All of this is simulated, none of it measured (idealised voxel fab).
process module | voxel wiring stack
cross-section cut | 180 nm wide | cells 5 nm
A cross-section is a grid of square cells, given in bands from the top down. A band is one or more rows of cells.
Each band's line starts with the height of the band's top and of its bottom, in nm. Then come its materials from left to right, each with its width in nm. One material with "throughout" fills the band from edge to edge. "air" is empty space.
Height 0 is the level under which the wafer as received is all one material. The lowest band goes on downwards, as in "0 down".
A width such as "30 to 40" changes by the same amount from each row of cells to the next, from the band's top row to its bottom row.
"no change" after a step means that no cell of the cross-section changed.
closed voids: empty space of 8 cells or more with no open way to the top, each as width x height at its distance from the left edge, in nm
after a step's settings: what the simulator itself notes on the step
overlay nm, on a step with a mask: how far to the right of its planned place the mask lay; to the left if negative
Each pair below shows a cross-section before one step and the cross-section after it, down to the lowest band that changed. The line under each pair gives the step between them, with its settings. The pairs can come from different runs of this module on the same starting wafer, so a pair continues from the pair above only where its "before" says so.
before
  110 to 95: air 25 | lowk 5 | air 95 | lowk 5 | air 50
  95 to 90: lowk 25 | SiN 25 | lowk 30 | air 20 | lowk 25 | SiN 25 | lowk 30
  90 to 80: lowk 25 | SiN 5 | SiO2 15 | SiN 5 | lowk 30 | air 20 | lowk 25 | SiN 5 | SiO2 15 | SiN 5 | lowk 30
  80 to 75: SiN 30 | SiO2 15 | SiN 85 | SiO2 15 | SiN 35
  75 to 70: SiCN throughout
  70 to 55: SiO2 30 | TiN 5 | Ru 10 | TiN 5 | SiO2 30 | TiN 5 | Ru 10 | TiN 5 | SiO2 30 | TiN 5 | Ru 10 | TiN 5 | SiO2 30
  55 to 50: SiCN 30 | TiN 20 | SiCN 30 | TiN 20 | SiCN 30 | TiN 20 | SiCN 30
  50 to 35: lowk 30 | TiN 5 | Cu 5 | TiN 5 | lowk 85 | TiN 5 | Cu 5 | TiN 5 | lowk 35
  35 to 30: SiCN 30 | TiN 15 | SiCN 85 | TiN 15 | SiCN 35
  30 to 15: SiO2 30 | Ru 20 | SiO2 30 | Ru 20 | SiO2 30 | Ru 20 | SiO2 30
  15 to 10: SiO2 30 | TiN 20 | SiO2 30 | TiN 20 | SiO2 30 | TiN 20 | SiO2 30
  10 to 0: SiO2 throughout
  0 down: Si throughout
  closed voids: none
after
  110 to 95: air 25 | lowk 5 | air 95 | lowk 5 | air 50
  95 to 90: lowk 25 | SiN 5 | air 20 | lowk 30 | air 20 | lowk 25 | SiN 5 | air 20 | lowk 30
  90 to 80: lowk 25 | SiN 5 | SiO2 15 | SiN 5 | lowk 30 | air 20 | lowk 25 | SiN 5 | SiO2 15 | SiN 5 | lowk 30
  80 to 75: SiN 30 | SiO2 15 | SiN 35 | air 20 | SiN 30 | SiO2 15 | SiN 35
  below 75: unchanged
  closed voids: none
the step between: op MASKED_ETCH | tone open | mask id METAL_3 | width nm 20 | pitch nm 50 | etch materials SiN | depth nm 5 | overlay nm 0
before: the cross-section after the pair above
after
  115 to 110: air 20 | TiN 15 | air 85 | TiN 15 | air 45
  110 to 100: air 20 | TiN 5 | lowk 5 | TiN 5 | air 85 | TiN 5 | lowk 5 | TiN 5 | air 45
  100 to 95: TiN 25 | lowk 5 | TiN 5 | air 10 | TiN 40 | air 10 | TiN 30 | lowk 5 | TiN 5 | air 10 | TiN 35
  95 to 90: lowk 25 | SiN 5 | TiN 20 | lowk 30 | TiN 5 | air 10 | TiN 5 | lowk 25 | SiN 5 | TiN 20 | lowk 30
  90 to 80: lowk 25 | SiN 5 | SiO2 15 | SiN 5 | lowk 30 | TiN 5 | air 10 | TiN 5 | lowk 25 | SiN 5 | SiO2 15 | SiN 5 | lowk 30
  80 to 75: SiN 30 | SiO2 15 | SiN 35 | TiN 20 | SiN 30 | SiO2 15 | SiN 35
  below 75: unchanged
  closed voids: none
the step between: op CONFORMAL_DEP | material TiN | thk nm 5
before: the cross-section after the pair above
after
  125 to 115: Cu throughout
  115 to 110: Cu 20 | TiN 15 | Cu 85 | TiN 15 | Cu 45
  110 to 100: Cu 20 | TiN 5 | lowk 5 | TiN 5 | Cu 85 | TiN 5 | lowk 5 | TiN 5 | Cu 45
  100 to 95: TiN 25 | lowk 5 | TiN 5 | Cu 10 | TiN 40 | Cu 10 | TiN 30 | lowk 5 | TiN 5 | Cu 10 | TiN 35
  95 to 90: lowk 25 | SiN 5 | TiN 20 | lowk 30 | TiN 5 | Cu 10 | TiN 5 | lowk 25 | SiN 5 | TiN 20 | lowk 30
  90 to 80: lowk 25 | SiN 5 | SiO2 15 | SiN 5 | lowk 30 | TiN 5 | Cu 10 | TiN 5 | lowk 25 | SiN 5 | SiO2 15 | SiN 5 | lowk 30
  below 80: unchanged
  closed voids: none
the step between: op FILL_DEP | material Cu | thk nm 10
before: the cross-section after the pair above
after
  110 to 100: Cu 20 | TiN 5 | lowk 5 | TiN 5 | Cu 85 | TiN 5 | lowk 5 | TiN 5 | Cu 45
  below 100: unchanged
  closed voids: none
the step between: op CMP | height nm 110
before: the cross-section after the pair above
after
  115 to 110: Ru throughout
  below 110: unchanged
  closed voids: none
the step between: op EPI | material Ru | thk nm 5
before: the cross-section after the pair above
after
  120 to 115: SiCN throughout
  below 115: unchanged
  closed voids: none
the step between: op FILL_DEP | material SiCN | thk nm 5
before: the cross-section after the pair above
after
  145 to 120: SiO2 throughout
  below 120: unchanged
  closed voids: none
the step between: op DIRECTIONAL_DEP | material SiO2 | thk nm 25
before: the cross-section after the pair above
after
  145 to 130: SiO2 30 | air 20 | SiO2 30 | air 20 | SiO2 30 | air 20 | SiO2 30
  below 130: unchanged
  closed voids: none
the step between: op MASKED_ETCH | tone open | mask id METAL_4 | width nm 20 | pitch nm 50 | etch materials SiO2 | depth nm 15 | overlay nm 0
before: the cross-section after the pair above
after
  145 to 130: SiO2 30 | air 20 | SiO2 30 | air 20 | SiO2 30 | air 20 | SiO2 30
  130 to 120: SiO2 30 | air 15 | SiO2 35 | air 15 | SiO2 35 | air 15 | SiO2 35
  below 120: unchanged
  closed voids: none
the step between: op MASKED_ETCH | tone open | mask id METAL_4_HOLES | width nm 15 | pitch nm 50 | etch materials SiO2 | depth nm 10 | overlay nm 0
before: the cross-section after the pair above
after
  145 to 130: SiO2 30 | air 20 | SiO2 30 | air 20 | SiO2 30 | air 20 | SiO2 30
  130 to 120: SiO2 30 | air 15 | SiO2 35 | air 15 | SiO2 35 | air 15 | SiO2 35
  120 to 115: SiCN 30 | air 15 | SiCN 35 | air 15 | SiCN 35 | air 15 | SiCN 35
  below 115: unchanged
  closed voids: none
the step between: op MASKED_ETCH | tone open | mask id METAL_4_HOLES | width nm 15 | pitch nm 50 | etch materials SiCN | depth nm 5 | overlay nm 0
before: the cross-section after the pair above
after
  150 to 145: TiN 35 | air 10 | TiN 40 | air 10 | TiN 40 | air 10 | TiN 35
  145 to 135: SiO2 30 | TiN 5 | air 10 | TiN 5 | SiO2 30 | TiN 5 | air 10 | TiN 5 | SiO2 30 | TiN 5 | air 10 | TiN 5 | SiO2 30
  135 to 130: SiO2 30 | TiN 5 | air 5 | TiN 10 | SiO2 30 | TiN 5 | air 5 | TiN 10 | SiO2 30 | TiN 5 | air 5 | TiN 10 | SiO2 30
  130 to 120: SiO2 30 | TiN 5 | air 5 | TiN 5 | SiO2 35 | TiN 5 | air 5 | TiN 5 | SiO2 35 | TiN 5 | air 5 | TiN 5 | SiO2 35
  120 to 115: SiCN 30 | TiN 15 | SiCN 35 | TiN 15 | SiCN 35 | TiN 15 | SiCN 35
  below 115: unchanged
  closed voids: none
the step between: op CONFORMAL_DEP | material TiN | thk nm 5
before: the cross-section after the pair above
after
  160 to 150: Cu throughout
  150 to 145: TiN 35 | Cu 10 | TiN 40 | Cu 10 | TiN 40 | Cu 10 | TiN 35
  145 to 135: SiO2 30 | TiN 5 | Cu 10 | TiN 5 | SiO2 30 | TiN 5 | Cu 10 | TiN 5 | SiO2 30 | TiN 5 | Cu 10 | TiN 5 | SiO2 30
  135 to 130: SiO2 30 | TiN 5 | Cu 5 | TiN 10 | SiO2 30 | TiN 5 | Cu 5 | TiN 10 | SiO2 30 | TiN 5 | Cu 5 | TiN 10 | SiO2 30
  130 to 120: SiO2 30 | TiN 5 | Cu 5 | TiN 5 | SiO2 35 | TiN 5 | Cu 5 | TiN 5 | SiO2 35 | TiN 5 | Cu 5 | TiN 5 | SiO2 35
  below 120: unchanged
  closed voids: none
the step between: op FILL_DEP | material Cu | thk nm 10
before: the cross-section after the pair above
after
  145 to 135: SiO2 30 | TiN 5 | Cu 10 | TiN 5 | SiO2 30 | TiN 5 | Cu 10 | TiN 5 | SiO2 30 | TiN 5 | Cu 10 | TiN 5 | SiO2 30
  below 135: unchanged
  closed voids: none
the step between: op CMP | height nm 145
before: the cross-section after the pair above
after
  150 to 145: SiN throughout
  below 145: unchanged
  closed voids: none
the step between: op CONFORMAL_DEP | material SiN | thk nm 5
